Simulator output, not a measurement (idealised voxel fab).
The following process module bears the name voxel capacitor over wiring.
It is cross-section cut that appears here, measuring 190 nm in width, its square cells being 5 nm in size.
This document writes a cross-section as a grid whose cells are square, and gives it as bands, listed from the top down; one or more rows of cells form a band. First you get the band's top height and its bottom height, in nm, and then the materials it's made of, left to right, with each width in nm. If you see a single material with "full width", that one covers the band edge to edge. "empty" is empty space. It should be noted that heights are counted from 0, beneath which the wafer as supplied is of one material throughout, and that the lowest band possesses no lower boundary but continues downward, as written in "0 and below". You'd read "30..40" like this: the band's top row of cells is as wide as the first number, its bottom row is as wide as the second, and going down, every row changes width by the same amount as the row before did. The cross-section has no changed cell in any step marked "no alterations made". Sealed void listing: empty space of 8 cells or more with no open way to the top, each as width x height at its distance from the left edge, in nm. after a step's settings: what the simulator itself notes on the step. overlay nm: right-of-plan distance of the mask on a masked step; negative values mean left-of-plan. From here on the document is pairs. In a pair, the cross-section before one process step comes with the cross-section after it, and the latter goes no deeper than the lowest band that changed. What lies in between, the step and its settings, is written under the pair. A pair may be from a different run of this module on the same starting wafer than the pair above it, so it continues from that pair only where its entry headed "Pre-step geometry" says so.

-- Pre-step geometry
- 110 down to 100 = empty (60) | aC (55) | empty (75)
- 100 down to 90 = empty (60) | TiN (55) | empty (75)
- 90 down to 85 = Al2O3 (45) | aC (15) | Al2O3 (130)
- 85 down to 80 = TiN (45) | aC (15) | TiN (130)
- 80 down to 70 = SiO2 (45) | TiN (15) | SiO2 (130)
- 70 down to 65 = SiO2 (45) | Al2O3 (15) | SiO2 (130)
- 65 down to 60 = SiO2 (45) | TiN (15) | SiO2 (130)
- 60 down to 40 = SiO2 full width
- 40 down to 35 = SiCN full width
- 35 down to 20 = lowk (30) | Ru (30) | lowk (65) | Ru (30) | lowk (35)
- 20 down to 15 = lowk (30) | TiN (30) | lowk (65) | TiN (30) | lowk (35)
- 15 down to 0 = SiO2 full width
- 0 and below = Si full width
- Sealed void listing: none

-- As Processed
- 110 down to 100 = empty (60) | aC (55) | empty (75)
- 100 down to 90 = empty (60) | TiN (55) | empty (75)
- 90 down to 85 = empty (45) | aC (15) | Al2O3 (55) | empty (75)
- Under 85: no change, same as before.
- Sealed void listing: none
Process step (between the before and after cross-sections above): DIRECTIONAL_ETCH [etch materials Al2O3] [depth nm 5]

Pre-step geometry: look at the pair above, its after cross-section is where this step starts.

-- As Processed
- 100 down to 90 = empty (60) | TiN (55) | empty (75)
- 90 down to 85 = empty (60) | Al2O3 (55) | empty (75)
- 85 down to 80 = TiN (45) | empty (15) | TiN (130)
- Under 80: no change, same as before.
- Sealed void listing: none
Process step (between the before and after cross-sections above): STRIP [etch materials aC]

Pre-step geometry: look at the pair above, its after cross-section is where this step starts.

-- As Processed
- 115 down to 100 = empty (60) | aC (55) | empty (75)
- 100 down to 95 = aC (45) | empty (15) | TiN (55) | aC (75)
- 95 down to 90 = aC (60) | TiN (55) | aC (75)
- 90 down to 85 = aC (60) | Al2O3 (55) | aC (75)
- 85 down to 80 = TiN (45) | aC (15) | TiN (130)
- Under 80: no change, same as before.
- Sealed void listing: none
Process step (between the before and after cross-sections above): DIRECTIONAL_DEP [material aC] [thk nm 15]

Pre-step geometry: look at the pair above, its after cross-section is where this step starts.

-- As Processed
- 150 down to 115 = empty (40) | resist (80) | empty (70)
- 115 down to 100 = empty (40) | resist (20) | aC (55) | resist (5) | empty (70)
- 100 down to 95 = aC (45) | resist (15) | TiN (55) | aC (75)
- Under 95: no change, same as before.
- Sealed void listing: none
Process step (between the before and after cross-sections above): PATTERN [tone cover] [mask id LOWER_PLATE] [material resist] [width nm 80] [thk nm 35] [overlay nm 0]

Pre-step geometry: look at the pair above, its after cross-section is where this step starts.

-- As Processed
- 135 down to 115 = empty (40) | resist (80) | empty (70)
- 115 down to 100 = empty (40) | resist (20) | aC (55) | resist (5) | empty (70)
- 100 down to 95 = empty (40) | aC (5) | resist (15) | TiN (55) | aC (5) | empty (70)
- 95 down to 90 = empty (40) | aC (20) | TiN (55) | aC (5) | empty (70)
- 90 down to 85 = empty (40) | aC (20) | Al2O3 (55) | aC (5) | empty (70)
- Under 85: no change, same as before.
- Sealed void listing: none
Process step (between the before and after cross-sections above): DIRECTIONAL_ETCH [etch materials aC] [depth nm 15]

Pre-step geometry: look at the pair above, its after cross-section is where this step starts.

-- As Processed
- 115 down to 100 = empty (60) | aC (55) | empty (75)
- 100 down to 95 = empty (40) | aC (5) | empty (15) | TiN (55) | aC (5) | empty (70)
- Under 95: no change, same as before.
- Sealed void listing: none
Process step (between the before and after cross-sections above): STRIP [etch materials resist]

Pre-step geometry: look at the pair above, its after cross-section is where this step starts.

-- As Processed
- 115 down to 100 = empty (60) | aC (55) | empty (75)
- 100 down to 95 = empty (40) | aC (5) | empty (15) | TiN (55) | aC (5) | empty (70)
- 95 down to 90 = empty (40) | aC (20) | TiN (55) | aC (5) | empty (70)
- 90 down to 85 = empty (40) | aC (20) | Al2O3 (55) | aC (5) | empty (70)
- 85 down to 80 = empty (40) | TiN (5) | aC (15) | TiN (60) | empty (70)
- Under 80: no change, same as before.
- Sealed void listing: none
Process step (between the before and after cross-sections above): DIRECTIONAL_ETCH [etch materials TiN] [depth nm 5]

Pre-step geometry: look at the pair above, its after cross-section is where this step starts.

-- As Processed
- 100 down to 90 = empty (60) | TiN (55) | empty (75)
- 90 down to 85 = empty (60) | Al2O3 (55) | empty (75)
- 85 down to 80 = empty (40) | TiN (5) | empty (15) | TiN (60) | empty (70)
- Under 80: no change, same as before.
- Sealed void listing: none
Process step (between the before and after cross-sections above): STRIP [etch materials aC]

Pre-step geometry: look at the pair above, its after cross-section is where this step starts.

-- As Processed
- 115 down to 100 = SiO2 full width
- 100 down to 90 = SiO2 (60) | TiN (55) | SiO2 (75)
- 90 down to 85 = SiO2 (60) | Al2O3 (55) | SiO2 (75)
- 85 down to 80 = SiO2 (40) | TiN (5) | SiO2 (15) | TiN (60) | SiO2 (70)
- Under 80: no change, same as before.
- Sealed void listing: none
Process step (between the before and after cross-sections above): FILL_DEP [material SiO2] [thk nm 15]

Pre-step geometry: look at the pair above, its after cross-section is where this step starts.

-- As Processed
- 90 down to 85 = SiO2 (60) | Al2O3 (55) | SiO2 (75)
- Under 85: no change, same as before.
- Sealed void listing: none
Process step (between the before and after cross-sections above): CMP [height nm 90]

Pre-step geometry: look at the pair above, its after cross-section is where this step starts.

-- As Processed
- 90 down to 85 = SiO2 (55) | empty (5) | Al2O3 (55) | SiO2 (75)
- 85 down to 80 = SiO2 (40) | TiN (5) | SiO2 (10) | empty (5) | TiN (60) | SiO2 (70)
- Under 80: no change, same as before.
- Sealed void listing: none
Process step (between the before and after cross-sections above): MASKED_ETCH [tone open] [mask id PLUG_2] [width nm 15] [etch materials SiO2] [depth nm 10] [overlay nm 0]

Pre-step geometry: look at the pair above, its after cross-section is where this step starts.

-- As Processed
- 95 down to 90 = TiN full width
- 90 down to 85 = SiO2 (55) | TiN (5) | Al2O3 (55) | SiO2 (75)
- 85 down to 80 = SiO2 (40) | TiN (5) | SiO2 (10) | TiN (65) | SiO2 (70)
- Under 80: no change, same as before.
- Sealed void listing: none
Process step (between the before and after cross-sections above): CONFORMAL_DEP [material TiN] [thk nm 5]

Pre-step geometry: look at the pair above, its after cross-section is where this step starts.

-- As Processed
- 105 down to 95 = W full width
- Under 95: no change, same as before.
- Sealed void listing: none
Process step (between the before and after cross-sections above): FILL_DEP [material W] [thk nm 10]

Pre-step geometry: look at the pair above, its after cross-section is where this step starts.

-- As Processed
- 90 down to 85 = SiO2 (55) | TiN (5) | Al2O3 (55) | SiO2 (75)
- Under 85: no change, same as before.
- Sealed void listing: none
Process step (between the before and after cross-sections above): CMP [height nm 90]

Pre-step geometry: look at the pair above, its after cross-section is where this step starts.

-- As Processed
- 95 down to 90 = SiCN full width
- Under 90: no change, same as before.
- Sealed void listing: none
Process step (between the before and after cross-sections above): CONFORMAL_DEP [material SiCN] [thk nm 5]

-- Pre-step geometry
- 60 down to 55 = SiO2 (45) | empty (15) | SiO2 (130)
- 55 down to 40 = SiO2 (45) | Ru (15) | SiO2 (130)
- 40 down to 35 = SiCN (45) | Ru (15) | SiCN (130)
- 35 down to 20 = lowk (30) | Ru (30) | lowk (65) | Ru (30) | lowk (35)
- 20 down to 15 = lowk (30) | TiN (30) | lowk (65) | TiN (30) | lowk (35)
- 15 down to 0 = SiO2 full width
- 0 and below = Si full width
- Sealed void listing: none

-- As Processed
- 65 down to 60 = TiN (45) | empty (15) | TiN (130)
- 60 down to 55 = SiO2 (45) | TiN (15) | SiO2 (130)
- Under 55: no change, same as before.
- Sealed void listing: none
Process step (between the before and after cross-sections above): DIRECTIONAL_DEP [material TiN] [thk nm 5]

Pre-step geometry: look at the pair above, its after cross-section is where this step starts.

-- As Processed
- 70 down to 65 = Ru (50) | empty (5) | Ru (135)
- 65 down to 60 = TiN (45) | Ru (15) | TiN (130)
- Under 60: no change, same as before.
- Sealed void listing: none
Process step (between the before and after cross-sections above): EPI [material Ru] [thk nm 5]

Pre-step geometry: look at the pair above, its after cross-section is where this step starts.

-- As Processed
- 75 down to 70 = Al2O3 (50) | empty (5) | Al2O3 (135)
- 70 down to 65 = Ru (50) | Al2O3 (5) | Ru (135)
- Under 65: no change, same as before.
- Sealed void listing: none
Process step (between the before and after cross-sections above): DIRECTIONAL_DEP [material Al2O3] [thk nm 5]

Pre-step geometry: look at the pair above, its after cross-section is where this step starts.

-- As Processed
- 85 down to 80 = TiN (50) | empty (5) | TiN (135)
- 80 down to 75 = TiN full width
- 75 down to 70 = Al2O3 (50) | TiN (5) | Al2O3 (135)
- Under 70: no change, same as before.
- Sealed void listing: none
Process step (between the before and after cross-sections above): DIRECTIONAL_DEP [material TiN] [thk nm 10]

Pre-step geometry: look at the pair above, its after cross-section is where this step starts.

-- As Processed
- 95 down to 90 = aC (50) | empty (5) | aC (135)
- 90 down to 85 = aC full width
- 85 down to 80 = TiN (50) | aC (5) | TiN (135)
- Under 80: no change, same as before.
- Sealed void listing: none
Process step (between the before and after cross-sections above): DIRECTIONAL_DEP [material aC] [thk nm 10]

Pre-step geometry: look at the pair above, its after cross-section is where this step starts.

-- As Processed
- 120 down to 95 = empty (45) | resist (70) | empty (75)
- 95 down to 90 = aC (50) | resist (5) | aC (135)
- Under 90: no change, same as before.
- Sealed void listing: none
Process step (between the before and after cross-sections above): PATTERN [tone cover] [mask id UPPER_PLATE] [material resist] [width nm 70] [thk nm 25] [overlay nm 0]

Pre-step geometry: look at the pair above, its after cross-section is where this step starts.

-- As Processed
- 110 down to 95 = empty (45) | resist (70) | empty (75)
- 95 down to 90 = empty (45) | aC (5) | resist (5) | aC (60) | empty (75)
- 90 down to 85 = empty (45) | aC (70) | empty (75)
- Under 85: no change, same as before.
- Sealed void listing: none
Process step (between the before and after cross-sections above): DIRECTIONAL_ETCH [etch materials aC] [depth nm 10]

Pre-step geometry: look at the pair above, its after cross-section is where this step starts.

-- As Processed
- 95 down to 90 = empty (45) | aC (5) | empty (5) | aC (60) | empty (75)
- Under 90: no change, same as before.
- Sealed void listing: none
Process step (between the before and after cross-sections above): STRIP [etch materials resist]

Pre-step geometry: look at the pair above, its after cross-section is where this step starts.

-- As Processed
- 95 down to 90 = empty (45) | aC (5) | empty (5) | aC (60) | empty (75)
- 90 down to 85 = empty (45) | aC (70) | empty (75)
- 85 down to 80 = empty (45) | TiN (5) | aC (5) | TiN (60) | empty (75)
- 80 down to 75 = empty (45) | TiN (70) | empty (75)
- Under 75: no change, same as before.
- Sealed void listing: none
Process step (between the before and after cross-sections above): DIRECTIONAL_ETCH [etch materials TiN] [depth nm 10]

Pre-step geometry: look at the pair above, its after cross-section is where this step starts.

-- As Processed
- 95 down to 90 = empty (45) | aC (5) | empty (5) | aC (60) | empty (75)
- 90 down to 85 = empty (45) | aC (70) | empty (75)
- 85 down to 80 = empty (45) | TiN (5) | aC (5) | TiN (60) | empty (75)
- 80 down to 75 = empty (45) | TiN (70) | empty (75)
- 75 down to 70 = empty (45) | Al2O3 (5) | TiN (5) | Al2O3 (60) | empty (75)
- Under 70: no change, same as before.
- Sealed void listing: none
Process step (between the before and after cross-sections above): DIRECTIONAL_ETCH [etch materials Al2O3] [depth nm 5]

Pre-step geometry: look at the pair above, its after cross-section is where this step starts.

-- As Processed
- 85 down to 80 = empty (45) | TiN (5) | empty (5) | TiN (60) | empty (75)
- Under 80: no change, same as before.
- Sealed void listing: none
Process step (between the before and after cross-sections above): STRIP [etch materials aC]

Pre-step geometry: look at the pair above, its after cross-section is where this step starts.

-- As Processed
- 100 down to 95 = empty (45) | aC (5) | empty (5) | aC (60) | empty (75)
- 95 down to 85 = empty (45) | aC (70) | empty (75)
- 85 down to 80 = aC (45) | TiN (5) | aC (5) | TiN (60) | aC (75)
- 80 down to 75 = aC (45) | TiN (70) | aC (75)
- 75 down to 70 = aC (45) | Al2O3 (5) | TiN (5) | Al2O3 (60) | aC (75)
- Under 70: no change, same as before.
- Sealed void listing: none
Process step (between the before and after cross-sections above): DIRECTIONAL_DEP [material aC] [thk nm 15]

Pre-step geometry: look at the pair above, its after cross-section is where this step starts.

-- As Processed
- 135 down to 100 = empty (40) | resist (80) | empty (70)
- 100 down to 95 = empty (40) | resist (5) | aC (5) | resist (5) | aC (60) | resist (5) | empty (70)
- 95 down to 85 = empty (40) | resist (5) | aC (70) | resist (5) | empty (70)
- Under 85: no change, same as before.
- Sealed void listing: none
Process step (between the before and after cross-sections above): PATTERN [tone cover] [mask id LOWER_PLATE] [material resist] [width nm 80] [thk nm 35] [overlay nm 0]

Pre-step geometry: look at the pair above, its after cross-section is where this step starts.

-- As Processed
- 120 down to 100 = empty (40) | resist (80) | empty (70)
- 100 down to 95 = empty (40) | resist (5) | aC (5) | resist (5) | aC (60) | resist (5) | empty (70)
- 95 down to 85 = empty (40) | resist (5) | aC (70) | resist (5) | empty (70)
- 85 down to 80 = empty (40) | aC (5) | TiN (5) | aC (5) | TiN (60) | aC (5) | empty (70)
- 80 down to 75 = empty (40) | aC (5) | TiN (70) | aC (5) | empty (70)
- 75 down to 70 = empty (40) | aC (5) | Al2O3 (5) | TiN (5) | Al2O3 (60) | aC (5) | empty (70)
- Under 70: no change, same as before.
- Sealed void listing: none
Process step (between the before and after cross-sections above): DIRECTIONAL_ETCH [etch materials aC] [depth nm 15]

Pre-step geometry: look at the pair above, its after cross-section is where this step starts.

-- As Processed
- 100 down to 95 = empty (45) | aC (5) | empty (5) | aC (60) | empty (75)
- 95 down to 85 = empty (45) | aC (70) | empty (75)
- Under 85: no change, same as before.
- Sealed void listing: none
Process step (between the before and after cross-sections above): STRIP [etch materials resist]

Pre-step geometry: look at the pair above, its after cross-section is where this step starts.

-- As Processed
- 85 down to 80 = empty (45) | TiN (5) | empty (5) | TiN (60) | empty (75)
- 80 down to 75 = empty (45) | TiN (70) | empty (75)
- 75 down to 70 = empty (45) | Al2O3 (5) | TiN (5) | Al2O3 (60) | empty (75)
- Under 70: no change, same as before.
- Sealed void listing: none
Process step (between the before and after cross-sections above): STRIP [etch materials aC]

Pre-step geometry: look at the pair above, its after cross-section is where this step starts.

-- As Processed
- 100 down to 85 = SiO2 full width
- 85 down to 80 = SiO2 (45) | TiN (5) | SiO2 (5) | TiN (60) | SiO2 (75)
- 80 down to 75 = SiO2 (45) | TiN (70) | SiO2 (75)
- 75 down to 70 = SiO2 (45) | Al2O3 (5) | TiN (5) | Al2O3 (60) | SiO2 (75)
- Under 70: no change, same as before.
- Sealed void listing: none
Process step (between the before and after cross-sections above): FILL_DEP [material SiO2] [thk nm 15]

Pre-step geometry: look at the pair above, its after cross-section is where this step starts.

-- As Processed
- 90 down to 85 = SiO2 full width
- Under 85: no change, same as before.
- Sealed void listing: none
Process step (between the before and after cross-sections above): CMP [height nm 90]

Pre-step geometry: look at the pair above, its after cross-section is where this step starts.

-- As Processed
- 90 down to 85 = SiO2 (55) | empty (15) | SiO2 (120)
- Under 85: no change, same as before.
- Sealed void listing: none
Process step (between the before and after cross-sections above): MASKED_ETCH [tone open] [mask id PLUG_2] [width nm 15] [etch materials SiO2] [depth nm 10] [overlay nm 0]

Pre-step geometry: look at the pair above, its after cross-section is where this step starts.

-- As Processed
- 95 down to 90 = TiN (60) | empty (5) | TiN (125)
- 90 down to 85 = SiO2 (55) | TiN (15) | SiO2 (120)
- Under 85: no change, same as before.
- Sealed void listing: none
Process step (between the before and after cross-sections above): CONFORMAL_DEP [material TiN] [thk nm 5]

Pre-step geometry: look at the pair above, its after cross-section is where this step starts.

-- As Processed
- 105 down to 95 = W full width
- 95 down to 90 = TiN (60) | W (5) | TiN (125)
- Under 90: no change, same as before.
- Sealed void listing: none
Process step (between the before and after cross-sections above): FILL_DEP [material W] [thk nm 10]

Pre-step geometry: look at the pair above, its after cross-section is where this step starts.

-- As Processed
- 90 down to 85 = SiO2 (55) | TiN (15) | SiO2 (120)
- Under 85: no change, same as before.
- Sealed void listing: none
Process step (between the before and after cross-sections above): CMP [height nm 90]

Pre-step geometry: look at the pair above, its after cross-section is where this step starts.

-- As Processed
- 95 down to 90 = SiCN full width
- Under 90: no change, same as before.
- Sealed void listing: none
Process step (between the before and after cross-sections above): CONFORMAL_DEP [material SiCN] [thk nm 5]

-- Pre-step geometry
- 70 down to 60 = aC (45) | empty (15) | aC (130)
- 60 down to 40 = SiO2 full width
- 40 down to 35 = SiCN full width
- 35 down to 20 = lowk (30) | Ru (30) | lowk (65) | Ru (30) | lowk (35)
- 20 down to 15 = lowk (30) | TiN (30) | lowk (65) | TiN (30) | lowk (35)
- 15 down to 0 = SiO2 full width
- 0 and below = Si full width
- Sealed void listing: none

-- As Processed
- 70 down to 60 = aC (45) | empty (15) | aC (130)
- 60 down to 50 = SiO2 (45) | empty (15) | SiO2 (130)
- Under 50: no change, same as before.
- Sealed void listing: none
Process step (between the before and after cross-sections above): DIRECTIONAL_ETCH [etch materials SiO2] [depth nm 10]

Pre-step geometry: look at the pair above, its after cross-section is where this step starts.

-- As Processed
- 60 down to 50 = SiO2 (45) | empty (15) | SiO2 (130)
- Under 50: no change, same as before.
- Sealed void listing: none
Process step (between the before and after cross-sections above): STRIP [etch materials aC]

Pre-step geometry: look at the pair above, its after cross-section is where this step starts.

-- As Processed
- 65 down to 60 = TiN (45) | empty (15) | TiN (130)
- 60 down to 55 = SiO2 (45) | empty (15) | SiO2 (130)
- 55 down to 50 = SiO2 (45) | TiN (15) | SiO2 (130)
- Under 50: no change, same as before.
- Sealed void listing: none
Process step (between the before and after cross-sections above): DIRECTIONAL_DEP [material TiN] [thk nm 5]

Pre-step geometry: look at the pair above, its after cross-section is where this step starts.

-- As Processed
- 70 down to 65 = Al2O3 (45) | empty (15) | Al2O3 (130)
- 65 down to 60 = TiN (45) | empty (15) | TiN (130)
- 60 down to 55 = SiO2 (45) | Al2O3 (15) | SiO2 (130)
- Under 55: no change, same as before.
- Sealed void listing: none
Process step (between the before and after cross-sections above): DIRECTIONAL_DEP [material Al2O3] [thk nm 5]

Pre-step geometry: look at the pair above, its after cross-section is where this step starts.

-- As Processed
- 80 down to 70 = TiN (45) | empty (15) | TiN (130)
- 70 down to 65 = Al2O3 (45) | TiN (15) | Al2O3 (130)
- 65 down to 60 = TiN full width
- Under 60: no change, same as before.
- Sealed void listing: none
Process step (between the before and after cross-sections above): DIRECTIONAL_DEP [material TiN] [thk nm 10]

Pre-step geometry: look at the pair above, its after cross-section is where this step starts.

-- As Processed
- 90 down to 80 = aC (45) | empty (15) | aC (130)
- 80 down to 70 = TiN (45) | aC (15) | TiN (130)
- Under 70: no change, same as before.
- Sealed void listing: none
Process step (between the before and after cross-sections above): DIRECTIONAL_DEP [material aC] [thk nm 10]

Pre-step geometry: look at the pair above, its after cross-section is where this step starts.

-- As Processed
- 115 down to 90 = empty (45) | resist (70) | empty (75)
- 90 down to 80 = aC (45) | resist (15) | aC (130)
- Under 80: no change, same as before.
- Sealed void listing: none
Process step (between the before and after cross-sections above): PATTERN [tone cover] [mask id UPPER_PLATE] [material resist] [width nm 70] [thk nm 25] [overlay nm 0]

Pre-step geometry: look at the pair above, its after cross-section is where this step starts.

-- As Processed
- 105 down to 90 = empty (45) | resist (70) | empty (75)
- 90 down to 80 = empty (45) | resist (15) | aC (55) | empty (75)
- Under 80: no change, same as before.
- Sealed void listing: none
Process step (between the before and after cross-sections above): DIRECTIONAL_ETCH [etch materials aC] [depth nm 10]

Pre-step geometry: look at the pair above, its after cross-section is where this step starts.

-- As Processed
- 90 down to 80 = empty (60) | aC (55) | empty (75)
- Under 80: no change, same as before.
- Sealed void listing: none
Process step (between the before and after cross-sections above): STRIP [etch materials resist]

Pre-step geometry: look at the pair above, its after cross-section is where this step starts.

-- As Processed
- 90 down to 80 = empty (60) | aC (55) | empty (75)
- 80 down to 70 = empty (45) | aC (15) | TiN (55) | empty (75)
- Under 70: no change, same as before.
- Sealed void listing: none
Process step (between the before and after cross-sections above): DIRECTIONAL_ETCH [etch materials TiN] [depth nm 10]

Pre-step geometry: look at the pair above, its after cross-section is where this step starts.

-- As Processed
- 90 down to 80 = empty (60) | aC (55) | empty (75)
- 80 down to 70 = empty (45) | aC (15) | TiN (55) | empty (75)
- 70 down to 65 = empty (45) | TiN (15) | Al2O3 (55) | empty (75)
- Under 65: no change, same as before.
- Sealed void listing: none
Process step (between the before and after cross-sections above): DIRECTIONAL_ETCH [etch materials Al2O3] [depth nm 5]

Pre-step geometry: look at the pair above, its after cross-section is where this step starts.

-- As Processed
- 80 down to 70 = empty (60) | TiN (55) | empty (75)
- Under 70: no change, same as before.
- Sealed void listing: none
Process step (between the before and after cross-sections above): STRIP [etch materials aC]

Pre-step geometry: look at the pair above, its after cross-section is where this step starts.

-- As Processed
- 95 down to 85 = empty (60) | aC (55) | empty (75)
- 85 down to 80 = empty (45) | aC (70) | empty (75)
- 80 down to 70 = aC (60) | TiN (55) | aC (75)
- 70 down to 65 = aC (45) | TiN (15) | Al2O3 (55) | aC (75)
- Under 65: no change, same as before.
- Sealed void listing: none
Process step (between the before and after cross-sections above): DIRECTIONAL_DEP [material aC] [thk nm 15]

Pre-step geometry: look at the pair above, its after cross-section is where this step starts.

-- As Processed
- 130 down to 95 = empty (40) | resist (80) | empty (70)
- 95 down to 85 = empty (40) | resist (20) | aC (55) | resist (5) | empty (70)
- 85 down to 80 = empty (40) | resist (5) | aC (70) | resist (5) | empty (70)
- Under 80: no change, same as before.
- Sealed void listing: none
Process step (between the before and after cross-sections above): PATTERN [tone cover] [mask id LOWER_PLATE] [material resist] [width nm 80] [thk nm 35] [overlay nm 0]

Pre-step geometry: look at the pair above, its after cross-section is where this step starts.

-- As Processed
- 115 down to 95 = empty (40) | resist (80) | empty (70)
- 95 down to 85 = empty (40) | resist (20) | aC (55) | resist (5) | empty (70)
- 85 down to 80 = empty (40) | resist (5) | aC (70) | resist (5) | empty (70)
- 80 down to 70 = empty (40) | aC (20) | TiN (55) | aC (5) | empty (70)
- 70 down to 65 = empty (40) | aC (5) | TiN (15) | Al2O3 (55) | aC (5) | empty (70)
- Under 65: no change, same as before.
- Sealed void listing: none
Process step (between the before and after cross-sections above): DIRECTIONAL_ETCH [etch materials aC] [depth nm 15]

Pre-step geometry: look at the pair above, its after cross-section is where this step starts.

-- As Processed
- 95 down to 85 = empty (60) | aC (55) | empty (75)
- 85 down to 80 = empty (45) | aC (70) | empty (75)
- Under 80: no change, same as before.
- Sealed void listing: none
Process step (between the before and after cross-sections above): STRIP [etch materials resist]

Pre-step geometry: look at the pair above, its after cross-section is where this step starts.

-- As Processed
- 95 down to 85 = empty (60) | aC (55) | empty (75)
- 85 down to 80 = empty (45) | aC (70) | empty (75)
- 80 down to 70 = empty (40) | aC (20) | TiN (55) | aC (5) | empty (70)
- 70 down to 65 = empty (40) | aC (5) | TiN (15) | Al2O3 (55) | aC (5) | empty (70)
- 65 down to 60 = empty (40) | TiN (80) | empty (70)
- Under 60: no change, same as before.
- Sealed void listing: none
Process step (between the before and after cross-sections above): DIRECTIONAL_ETCH [etch materials TiN] [depth nm 5]

Pre-step geometry: look at the pair above, its after cross-section is where this step starts.

-- As Processed
- 80 down to 70 = empty (60) | TiN (55) | empty (75)
- 70 down to 65 = empty (45) | TiN (15) | Al2O3 (55) | empty (75)
- Under 65: no change, same as before.
- Sealed void listing: none
Process step (between the before and after cross-sections above): STRIP [etch materials aC]

Pre-step geometry: look at the pair above, its after cross-section is where this step starts.

-- As Processed
- 95 down to 80 = SiO2 full width
- 80 down to 70 = SiO2 (60) | TiN (55) | SiO2 (75)
- 70 down to 65 = SiO2 (45) | TiN (15) | Al2O3 (55) | SiO2 (75)
- 65 down to 60 = SiO2 (40) | TiN (80) | SiO2 (70)
- Under 60: no change, same as before.
- Sealed void listing: none
Process step (between the before and after cross-sections above): FILL_DEP [material SiO2] [thk nm 15]

Pre-step geometry: look at the pair above, its after cross-section is where this step starts.

-- As Processed
- 90 down to 80 = SiO2 full width
- Under 80: no change, same as before.
- Sealed void listing: none
Process step (between the before and after cross-sections above): CMP [height nm 90]

Pre-step geometry: look at the pair above, its after cross-section is where this step starts.

-- As Processed
- 90 down to 80 = SiO2 (55) | empty (15) | SiO2 (120)
- Under 80: no change, same as before.
- Sealed void listing: none
Process step (between the before and after cross-sections above): MASKED_ETCH [tone open] [mask id PLUG_2] [width nm 15] [etch materials SiO2] [depth nm 10] [overlay nm 0]

Pre-step geometry: look at the pair above, its after cross-section is where this step starts.

-- As Processed
- 95 down to 90 = TiN (60) | empty (5) | TiN (125)
- 90 down to 85 = SiO2 (55) | TiN (5) | empty (5) | TiN (5) | SiO2 (120)
- 85 down to 80 = SiO2 (55) | TiN (15) | SiO2 (120)
- Under 80: no change, same as before.
- Sealed void listing: none
Process step (between the before and after cross-sections above): CONFORMAL_DEP [material TiN] [thk nm 5]

Pre-step geometry: look at the pair above, its after cross-section is where this step starts.

-- As Processed
- 105 down to 95 = W full width
- 95 down to 90 = TiN (60) | W (5) | TiN (125)
- 90 down to 85 = SiO2 (55) | TiN (5) | W (5) | TiN (5) | SiO2 (120)
- Under 85: no change, same as before.
- Sealed void listing: none
Process step (between the before and after cross-sections above): FILL_DEP [material W] [thk nm 10]

Pre-step geometry: look at the pair above, its after cross-section is where this step starts.

-- As Processed
- 90 down to 85 = SiO2 (55) | TiN (5) | W (5) | TiN (5) | SiO2 (120)
- Under 85: no change, same as before.
- Sealed void listing: none
Process step (between the before and after cross-sections above): CMP [height nm 90]

Pre-step geometry: look at the pair above, its after cross-section is where this step starts.

-- As Processed
- 95 down to 90 = SiCN full width
- Under 90: no change, same as before.
- Sealed void listing: none
Process step (between the before and after cross-sections above): CONFORMAL_DEP [material SiCN] [thk nm 5]

-- Pre-step geometry
- 90 down to 80 = SiO2 full width
- 80 down to 70 = SiO2 (45) | TiN (70) | SiO2 (75)
- 70 down to 65 = SiO2 (45) | Al2O3 (70) | SiO2 (75)
- 65 down to 60 = SiO2 (40) | TiN (80) | SiO2 (70)
- 60 down to 40 = SiO2 (45) | Ru (15) | SiO2 (130)
- 40 down to 35 = SiCN (45) | Ru (15) | SiCN (130)
- 35 down to 20 = lowk (30) | Ru (30) | lowk (65) | Ru (30) | lowk (35)
- 20 down to 15 = lowk (30) | TiN (30) | lowk (65) | TiN (30) | lowk (35)
- 15 down to 0 = SiO2 full width
- 0 and below = Si full width
- Sealed void listing: none

-- As Processed
- 90 down to 80 = SiO2 (55) | empty (20) | SiO2 (115)
- Under 80: no change, same as before.
- Sealed void listing: none
Process step (between the before and after cross-sections above): MASKED_ETCH [tone open] [mask id PLUG_2] [width nm 20] [etch materials SiO2] [depth nm 10] [overlay nm 0]

Pre-step geometry: look at the pair above, its after cross-section is where this step starts.

-- As Processed
- 95 down to 90 = TiN (60) | empty (10) | TiN (120)
- 90 down to 85 = SiO2 (55) | TiN (5) | empty (10) | TiN (5) | SiO2 (115)
- 85 down to 80 = SiO2 (55) | TiN (20) | SiO2 (115)
- Under 80: no change, same as before.
- Sealed void listing: none
Process step (between the before and after cross-sections above): CONFORMAL_DEP [material TiN] [thk nm 5]

Pre-step geometry: look at the pair above, its after cross-section is where this step starts.

-- As Processed
- 105 down to 95 = W full width
- 95 down to 90 = TiN (60) | W (10) | TiN (120)
- 90 down to 85 = SiO2 (55) | TiN (5) | W (10) | TiN (5) | SiO2 (115)
- Under 85: no change, same as before.
- Sealed void listing: none
Process step (between the before and after cross-sections above): FILL_DEP [material W] [thk nm 10]

Pre-step geometry: look at the pair above, its after cross-section is where this step starts.

-- As Processed
- 90 down to 85 = SiO2 (55) | TiN (5) | W (10) | TiN (5) | SiO2 (115)
- Under 85: no change, same as before.
- Sealed void listing: none
Process step (between the before and after cross-sections above): CMP [height nm 90]

Pre-step geometry: look at the pair above, its after cross-section is where this step starts.

-- As Processed
- 95 down to 90 = SiCN full width
- Under 90: no change, same as before.
- Sealed void listing: none
Process step (between the before and after cross-sections above): CONFORMAL_DEP [material SiCN] [thk nm 5]

-- Pre-step geometry
- 70 down to 60 = aC full width
- 60 down to 40 = SiO2 full width
- 40 down to 35 = SiCN full width
- 35 down to 20 = lowk (30) | Ru (30) | lowk (65) | Ru (30) | lowk (35)
- 20 down to 15 = lowk (30) | TiN (30) | lowk (65) | TiN (30) | lowk (35)
- 15 down to 0 = SiO2 full width
- 0 and below = Si full width
- Sealed void listing: none

-- As Processed
- 95 down to 70 = resist (35) | empty (15) | resist (140)
- Under 70: no change, same as before.
- Sealed void listing: none
Process step (between the before and after cross-sections above): PATTERN [tone open] [mask id PLUG_1] [material resist] [width nm 15] [thk nm 25] [overlay nm -10]

Pre-step geometry: look at the pair above, its after cross-section is where this step starts.

-- As Processed
- 85 down to 70 = resist (35) | empty (15) | resist (140)
- 70 down to 60 = aC (35) | empty (15) | aC (140)
- Under 60: no change, same as before.
- Sealed void listing: none
Process step (between the before and after cross-sections above): DIRECTIONAL_ETCH [etch materials aC] [depth nm 10]

Pre-step geometry: look at the pair above, its after cross-section is where this step starts.

-- As Processed
- 70 down to 60 = aC (35) | empty (15) | aC (140)
- Under 60: no change, same as before.
- Sealed void listing: none
Process step (between the before and after cross-sections above): STRIP [etch materials resist]
